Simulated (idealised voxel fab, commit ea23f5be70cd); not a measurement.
Proc. module: voxel released beams
Xsec cut, 200 nm wide, square cell size 5 nm.
The cross-sections in this document take the form of a grid made of square cells. They are written out as bands, in order from top to bottom. Each band consists of one or more rows of cells.
A band entry consists of two parts. The first gives the height of the band's top and the height of its bottom, in nm. The rest lists the band's materials from left to right, each with its width in nm. A single material labelled with the word "all across" fills the band from edge to edge, and the word "blank" marks empty space.
Measure heights from 0. That's the level where, below it, the as-received wafer is all one material. The lowest band is bottomless and extends downward; write it as in "z 0 and below".
A width such as "30..40" changes by the same amount from each row of cells to the next, from the band's top row to its bottom row.
The designation "left unchanged", where it is given for a processing step, indicates that no cell of the cross-section was altered in the course of that step.
This entry, "Sealed voids", enumerates those empty regions of no fewer than 8 cells that possess no open connection to the top. Each region is reported in the form width x height at distance, the distance being taken from the left edge, with all three quantities expressed in nm.
Step line, after settings: the simulator's comment on this step.
If you see "overlay nm" on a step's line and that step has a mask, it's telling you how far right of where it was planned the mask ended up; a negative number means it went left instead.

[Planned step list for the process]
- 1: RECEIVE, material Si
- 2: CONFORMAL_DEP, material SiN, thk nm 5
- 3: DIRECTIONAL_DEP, material SiO2, thk nm 15
- 4: DIRECTIONAL_DEP, material aC, thk nm 15
- 5: PATTERN, tone open, mask id ANCHOR, material resist, width nm 45, thk nm 30, overlay nm 0
- 6: DIRECTIONAL_ETCH, etch materials aC, depth nm 15
- 7: STRIP, etch materials resist
- 8: DIRECTIONAL_ETCH, etch materials SiO2, depth nm 15
- 9: STRIP, etch materials aC
- 10: CONFORMAL_DEP, material W, thk nm 15
- 11: PATTERN, tone cover, mask id BEAM, material resist, width nm 90, thk nm 20, overlay nm 0
- 12: DIRECTIONAL_ETCH, etch materials W, depth nm 15
- 13: STRIP, etch materials resist
- 14: STRIP, etch materials SiO2

[As-received wafer cross-section (after step 1)]
    z 0 and below: Si all across
    Sealed voids: none

[First of two wafers at the end of the module, shown in cross-section; run carried out as planned]
    z 35 to 20: blank=50  W=20  blank=15  W=55  blank=60
    z 20 to 5: blank=55  W=45  blank=100
    z 5 to 0: SiN all across
    z 0 and below: Si all across
    Sealed voids: none

[Second wafer of the two, sectioned at the end of the module. It began like the first and followed the same plan, but one mistake was made while running it]
    z 35 to 20: blank=50  W=65  blank=85
    z 20 to 5: blank=40  W=15  SiO2=45  W=40  blank=60
    z 5 to 0: SiN all across
    z 0 and below: Si all across
    Sealed voids: none
What went wrong in running the wafer? step 5 did not happen as planned, as run it was PATTERN, tone cover, mask id ANCHOR, material resist, width nm 45, thk nm 30, overlay nm 0
Final wafer comparison in cells, second versus first, more or fewer per material: SiO2: 27 more
